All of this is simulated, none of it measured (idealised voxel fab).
The name of this process module is voxel self aligned vias.
For reference, the cross-section in this document is cut, with width 185 nm and square cells of 5 nm.
Cross-sections here: square-cell grids, written as top-down lists of bands, a band being one or more rows of cells. The band entry comprises the height of the band's top followed by the height of its bottom, expressed in nm, and subsequently the band's materials from left to right, each stated together with its width in nm. Where a single material is marked with the word "edge to edge", that material fills the band from edge to edge. The word "empty" represents empty space. All heights in this document are referenced to 0, defined as the level beneath which the wafer, as received, consists entirely of one material. The lowest band is not bounded below; it extends indefinitely downward and is written in the form "top 0, no bottom". It should be noted that a width expressed as "30 to 40" varies in equal increments from row to row of cells within the band, taking the value of the first number at the top row and that of the second number at the bottom row. You'll sometimes find "no modification" written for a step, and that's the way of saying that nowhere in the cross-section did a cell change during that step. Closed-off voids of 8+ cells (no open route to the top) go in "Closed void listing", written width x height at distance from the left edge, in nm. Formally, on a step line, whatever follows the settings is a remark that the simulator itself makes on the step. overlay nm: mask right of planned place by this much (step with mask). Neg. = left. How should the pairs below be read? Each gives the cross-section before one process step and the cross-section after it, the latter drawn only to the lowest band that changed; the step that lies between them, with its settings, appears under the pair. Does a pair pick up where the pair above left off? Only where its entry headed "Pre-step cross-section" says so, since pairs can come from different runs of this module on the same starting wafer.

Pre-step cross-section:
- top 60, bottom 50  SiO2=55  TiN=5  Cu=15  TiN=5  SiO2=30  TiN=5  Cu=15  TiN=5  SiO2=50
- top 50, bottom 45  SiO2=55  TiN=5  Cu=10  TiN=10  SiO2=30  TiN=5  Cu=10  TiN=10  SiO2=50
- top 45, bottom 40  SiO2=55  TiN=20  SiO2=35  TiN=20  SiO2=55
- top 40, bottom 20  SiO2=55  TiN=5  Ru=10  TiN=5  SiO2=35  TiN=5  Ru=10  TiN=5  SiO2=55
- top 20, bottom 15  SiO2=55  TiN=20  SiO2=35  TiN=20  SiO2=55
- top 15, bottom 10  SiCN edge to edge
- top 10, bottom 0  SiO2 edge to edge
- top 0, no bottom  Si edge to edge
- Closed void listing: none

After:
- top 65, bottom 60  SiN edge to edge
- For the remainder of the cross-section, below 60, there is no change.
- Closed void listing: none
What is the step between the two cross-sections above? CONFORMAL_DEP, material SiN, thk nm 5

Pre-step cross-section:
- top 60, bottom 45  SiO2 edge to edge
- top 45, bottom 40  SiO2=55  SiN=20  SiO2=35  SiN=20  SiO2=55
- top 40, bottom 20  SiO2=55  TiN=5  Ru=10  TiN=5  SiO2=35  TiN=5  Ru=10  TiN=5  SiO2=55
- top 20, bottom 15  SiO2=55  TiN=20  SiO2=35  TiN=20  SiO2=55
- top 15, bottom 10  SiCN edge to edge
- top 10, bottom 0  SiO2 edge to edge
- top 0, no bottom  Si edge to edge
- Closed void listing: none

After:
- top 80, bottom 60  resist=40  empty=30  resist=25  empty=30  resist=60
- For the remainder of the cross-section, below 60, there is no change.
- Closed void listing: none
What is the step between the two cross-sections above? PATTERN, tone open, mask id VIAS, material resist, width nm 30, pitch nm 55, thk nm 20, overlay nm -10

Pre-step cross-section: The pre-step condition corresponds to the post-step cross-section depicted in the pair directly above.

After:
- top 80, bottom 60  resist=40  empty=30  resist=25  empty=30  resist=60
- top 60, bottom 45  SiO2=40  empty=30  SiO2=25  empty=30  SiO2=60
- For the remainder of the cross-section, below 45, there is no change.
- Closed void listing: none
What is the step between the two cross-sections above? DIRECTIONAL_ETCH, etch materials SiO2, depth nm 15

Pre-step cross-section: The pre-step condition corresponds to the post-step cross-section depicted in the pair directly above.

After:
- top 80, bottom 60  resist=40  empty=30  resist=25  empty=30  resist=60
- top 60, bottom 45  SiO2=40  empty=30  SiO2=25  empty=30  SiO2=60
- top 45, bottom 40  SiO2=55  empty=15  SiN=5  SiO2=35  empty=15  SiN=5  SiO2=55
- For the remainder of the cross-section, below 40, there is no change.
- Closed void listing: none
What is the step between the two cross-sections above? DIRECTIONAL_ETCH, etch materials SiN, depth nm 5

Pre-step cross-section: The pre-step condition corresponds to the post-step cross-section depicted in the pair directly above.

After:
- top 60, bottom 45  SiO2=40  empty=30  SiO2=25  empty=30  SiO2=60
- For the remainder of the cross-section, below 45, there is no change.
- Closed void listing: none
What is the step between the two cross-sections above? STRIP, etch materials resist

Pre-step cross-section: The pre-step condition corresponds to the post-step cross-section depicted in the pair directly above.

After:
- top 65, bottom 60  TiN=45  empty=20  TiN=35  empty=20  TiN=65
- top 60, bottom 50  SiO2=40  TiN=5  empty=20  TiN=5  SiO2=25  TiN=5  empty=20  TiN=5  SiO2=60
- top 50, bottom 45  SiO2=40  TiN=20  empty=5  TiN=5  SiO2=25  TiN=20  empty=5  TiN=5  SiO2=60
- top 45, bottom 40  SiO2=55  TiN=15  SiN=5  SiO2=35  TiN=15  SiN=5  SiO2=55
- For the remainder of the cross-section, below 40, there is no change.
- Closed void listing: none
What is the step between the two cross-sections above? CONFORMAL_DEP, material TiN, thk nm 5

Pre-step cross-section: The pre-step condition corresponds to the post-step cross-section depicted in the pair directly above.

After:
- top 75, bottom 65  Cu edge to edge
- top 65, bottom 60  TiN=45  Cu=20  TiN=35  Cu=20  TiN=65
- top 60, bottom 50  SiO2=40  TiN=5  Cu=20  TiN=5  SiO2=25  TiN=5  Cu=20  TiN=5  SiO2=60
- top 50, bottom 45  SiO2=40  TiN=20  Cu=5  TiN=5  SiO2=25  TiN=20  Cu=5  TiN=5  SiO2=60
- For the remainder of the cross-section, below 45, there is no change.
- Closed void listing: none
What is the step between the two cross-sections above? FILL_DEP, material Cu, thk nm 10

Pre-step cross-section: The pre-step condition corresponds to the post-step cross-section depicted in the pair directly above.

After:
- top 60, bottom 50  SiO2=40  TiN=5  Cu=20  TiN=5  SiO2=25  TiN=5  Cu=20  TiN=5  SiO2=60
- For the remainder of the cross-section, below 50, there is no change.
- Closed void listing: none
What is the step between the two cross-sections above? CMP, height nm 60

Pre-step cross-section: The pre-step condition corresponds to the post-step cross-section depicted in the pair directly above.

After:
- top 65, bottom 60  SiN edge to edge
- For the remainder of the cross-section, below 60, there is no change.
- Closed void listing: none
What is the step between the two cross-sections above? CONFORMAL_DEP, material SiN, thk nm 5

Pre-step cross-section:
- top 45, bottom 40  SiO2=55  SiN=20  SiO2=35  SiN=20  SiO2=55
- top 40, bottom 20  SiO2=55  TiN=5  Ru=10  TiN=5  SiO2=35  TiN=5  Ru=10  TiN=5  SiO2=55
- top 20, bottom 15  SiO2=55  TiN=20  SiO2=35  TiN=20  SiO2=55
- top 15, bottom 10  SiCN edge to edge
- top 10, bottom 0  SiO2 edge to edge
- top 0, no bottom  Si edge to edge
- Closed void listing: none

After:
- top 60, bottom 45  SiCN edge to edge
- For the remainder of the cross-section, below 45, there is no change.
- Closed void listing: none
What is the step between the two cross-sections above? DIRECTIONAL_DEP, material SiCN, thk nm 15

Pre-step cross-section: The pre-step condition corresponds to the post-step cross-section depicted in the pair directly above.

After:
- top 80, bottom 60  resist=50  empty=30  resist=25  empty=30  resist=50
- For the remainder of the cross-section, below 60, there is no change.
- Closed void listing: none
What is the step between the two cross-sections above? PATTERN, tone open, mask id VIAS, material resist, width nm 30, pitch nm 55, thk nm 20, overlay nm 0

Pre-step cross-section: The pre-step condition corresponds to the post-step cross-section depicted in the pair directly above.

After:
- top 60, bottom 45  SiCN edge to edge
- For the remainder of the cross-section, below 45, there is no change.
- Closed void listing: none
What is the step between the two cross-sections above? STRIP, etch materials resist

Pre-step cross-section: The pre-step condition corresponds to the post-step cross-section depicted in the pair directly above.

After:
- top 65, bottom 60  TiN edge to edge
- For the remainder of the cross-section, below 60, there is no change.
- Closed void listing: none
What is the step between the two cross-sections above? CONFORMAL_DEP, material TiN, thk nm 5

Pre-step cross-section: The pre-step condition corresponds to the post-step cross-section depicted in the pair directly above.

After:
- top 75, bottom 65  Cu edge to edge
- For the remainder of the cross-section, below 65, there is no change.
- Closed void listing: none
What is the step between the two cross-sections above? FILL_DEP, material Cu, thk nm 10

Pre-step cross-section: The pre-step condition corresponds to the post-step cross-section depicted in the pair directly above.

After:
- top 60, bottom 45  SiCN edge to edge
- For the remainder of the cross-section, below 45, there is no change.
- Closed void listing: none
What is the step between the two cross-sections above? CMP, height nm 60

Pre-step cross-section: The pre-step condition corresponds to the post-step cross-section depicted in the pair directly above.

After:
- top 65, bottom 60  SiN edge to edge
- For the remainder of the cross-section, below 60, there is no change.
- Closed void listing: none
What is the step between the two cross-sections above? CONFORMAL_DEP, material SiN, thk nm 5

Pre-step cross-section:
- top 45, bottom 15  SiO2 edge to edge
- top 15, bottom 10  SiCN edge to edge
- top 10, bottom 0  SiO2 edge to edge
- top 0, no bottom  Si edge to edge
- Closed void listing: none

After:
- top 60, bottom 45  empty=55  resist=20  empty=35  resist=20  empty=55
- For the remainder of the cross-section, below 45, there is no change.
- Closed void listing: none
What is the step between the two cross-sections above? PATTERN, tone cover, mask id LINES, material resist, width nm 20, pitch nm 55, thk nm 15, overlay nm 0

Pre-step cross-section: The pre-step condition corresponds to the post-step cross-section depicted in the pair directly above.

After:
- top 60, bottom 45  empty=55  resist=20  empty=35  resist=20  empty=55
- top 45, bottom 15  empty=55  SiO2=20  empty=35  SiO2=20  empty=55
- For the remainder of the cross-section, below 15, there is no change.
- Closed void listing: none
What is the step between the two cross-sections above? DIRECTIONAL_ETCH, etch materials SiO2, depth nm 30

Pre-step cross-section: The pre-step condition corresponds to the post-step cross-section depicted in the pair directly above.

After:
- top 45, bottom 15  empty=55  SiO2=20  empty=35  SiO2=20  empty=55
- For the remainder of the cross-section, below 15, there is no change.
- Closed void listing: none
What is the step between the two cross-sections above? STRIP, etch materials resist

Pre-step cross-section: The pre-step condition corresponds to the post-step cross-section depicted in the pair directly above.

After:
- top 50, bottom 45  empty=50  TiN=30  empty=25  TiN=30  empty=50
- top 45, bottom 20  empty=50  TiN=5  SiO2=20  TiN=5  empty=25  TiN=5  SiO2=20  TiN=5  empty=50
- top 20, bottom 15  TiN=55  SiO2=20  TiN=35  SiO2=20  TiN=55
- For the remainder of the cross-section, below 15, there is no change.
- Closed void listing: none
What is the step between the two cross-sections above? CONFORMAL_DEP, material TiN, thk nm 5

Pre-step cross-section: The pre-step condition corresponds to the post-step cross-section depicted in the pair directly above.

After:
- top 60, bottom 50  Ru edge to edge
- top 50, bottom 45  Ru=50  TiN=30  Ru=25  TiN=30  Ru=50
- top 45, bottom 20  Ru=50  TiN=5  SiO2=20  TiN=5  Ru=25  TiN=5  SiO2=20  TiN=5  Ru=50
- For the remainder of the cross-section, below 20, there is no change.
- Closed void listing: none
What is the step between the two cross-sections above? FILL_DEP, material Ru, thk nm 10

Pre-step cross-section: The pre-step condition corresponds to the post-step cross-section depicted in the pair directly above.

After:
- top 45, bottom 20  Ru=50  TiN=5  SiO2=20  TiN=5  Ru=25  TiN=5  SiO2=20  TiN=5  Ru=50
- For the remainder of the cross-section, below 20, there is no change.
- Closed void listing: none
What is the step between the two cross-sections above? CMP, height nm 45

Pre-step cross-section: The pre-step condition corresponds to the post-step cross-section depicted in the pair directly above.

After:
- top 45, bottom 40  empty=55  SiO2=20  empty=35  SiO2=20  empty=55
- For the remainder of the cross-section, below 40, there is no change.
- Closed void listing: none
What is the step between the two cross-sections above? SELECTIVE_ETCH, etch materials W Ru TiN, depth nm 5

Pre-step cross-section: The pre-step condition corresponds to the post-step cross-section depicted in the pair directly above.

After:
- top 55, bottom 45  SiN edge to edge
- top 45, bottom 40  SiN=55  SiO2=20  SiN=35  SiO2=20  SiN=55
- For the remainder of the cross-section, below 40, there is no change.
- Closed void listing: none
What is the step between the two cross-sections above? FILL_DEP, material SiN, thk nm 10

Pre-step cross-section: The pre-step condition corresponds to the post-step cross-section depicted in the pair directly above.

After:
- top 45, bottom 40  SiN=55  SiO2=20  SiN=35  SiO2=20  SiN=55
- For the remainder of the cross-section, below 40, there is no change.
- Closed void listing: none
What is the step between the two cross-sections above? CMP, height nm 45

Pre-step cross-section: The pre-step condition corresponds to the post-step cross-section depicted in the pair directly above.

After:
- top 60, bottom 45  SiO2 edge to edge
- For the remainder of the cross-section, below 45, there is no change.
- Closed void listing: none
What is the step between the two cross-sections above? DIRECTIONAL_DEP, material SiO2, thk nm 15

Pre-step cross-section: The pre-step condition corresponds to the post-step cross-section depicted in the pair directly above.

After:
- top 80, bottom 60  resist=50  empty=30  resist=25  empty=30  resist=50
- For the remainder of the cross-section, below 60, there is no change.
- Closed void listing: none
What is the step between the two cross-sections above? PATTERN, tone open, mask id VIAS, material resist, width nm 30, pitch nm 55, thk nm 20, overlay nm 0

Pre-step cross-section: The pre-step condition corresponds to the post-step cross-section depicted in the pair directly above.

After:
- top 80, bottom 60  resist=50  empty=30  resist=25  empty=30  resist=50
- top 60, bottom 45  SiO2=50  empty=30  SiO2=25  empty=30  SiO2=50
- For the remainder of the cross-section, below 45, there is no change.
- Closed void listing: none
What is the step between the two cross-sections above? DIRECTIONAL_ETCH, etch materials SiO2, depth nm 15

Pre-step cross-section: The pre-step condition corresponds to the post-step cross-section depicted in the pair directly above.

After:
- top 80, bottom 60  resist=50  empty=30  resist=25  empty=30  resist=50
- top 60, bottom 45  SiO2=50  empty=30  SiO2=25  empty=30  SiO2=50
- top 45, bottom 40  SiN=50  empty=5  SiO2=20  empty=5  SiN=25  empty=5  SiO2=20  empty=5  SiN=50
- For the remainder of the cross-section, below 40, there is no change.
- Closed void listing: none
What is the step between the two cross-sections above? DIRECTIONAL_ETCH, etch materials SiN, depth nm 5

Pre-step cross-section: The pre-step condition corresponds to the post-step cross-section depicted in the pair directly above.

After:
- top 60, bottom 45  SiO2=50  empty=30  SiO2=25  empty=30  SiO2=50
- For the remainder of the cross-section, below 45, there is no change.
- Closed void listing: none
What is the step between the two cross-sections above? STRIP, etch materials resist

Pre-step cross-section: The pre-step condition corresponds to the post-step cross-section depicted in the pair directly above.

After:
- top 65, bottom 60  TiN=55  empty=20  TiN=35  empty=20  TiN=55
- top 60, bottom 50  SiO2=50  TiN=5  empty=20  TiN=5  SiO2=25  TiN=5  empty=20  TiN=5  SiO2=50
- top 50, bottom 45  SiO2=50  TiN=30  SiO2=25  TiN=30  SiO2=50
- top 45, bottom 40  SiN=50  TiN=5  SiO2=20  TiN=5  SiN=25  TiN=5  SiO2=20  TiN=5  SiN=50
- For the remainder of the cross-section, below 40, there is no change.
- Closed void listing: none
What is the step between the two cross-sections above? CONFORMAL_DEP, material TiN, thk nm 5

Pre-step cross-section: The pre-step condition corresponds to the post-step cross-section depicted in the pair directly above.

After:
- top 75, bottom 65  Cu edge to edge
- top 65, bottom 60  TiN=55  Cu=20  TiN=35  Cu=20  TiN=55
- top 60, bottom 50  SiO2=50  TiN=5  Cu=20  TiN=5  SiO2=25  TiN=5  Cu=20  TiN=5  SiO2=50
- For the remainder of the cross-section, below 50, there is no change.
- Closed void listing: none
What is the step between the two cross-sections above? FILL_DEP, material Cu, thk nm 10

Pre-step cross-section: The pre-step condition corresponds to the post-step cross-section depicted in the pair directly above.

After:
- top 60, bottom 50  SiO2=50  TiN=5  Cu=20  TiN=5  SiO2=25  TiN=5  Cu=20  TiN=5  SiO2=50
- For the remainder of the cross-section, below 50, there is no change.
- Closed void listing: none
What is the step between the two cross-sections above? CMP, height nm 60

Pre-step cross-section: The pre-step condition corresponds to the post-step cross-section depicted in the pair directly above.

After:
- top 65, bottom 60  SiN edge to edge
- For the remainder of the cross-section, below 60, there is no change.
- Closed void listing: none
What is the step between the two cross-sections above? CONFORMAL_DEP, material SiN, thk nm 5
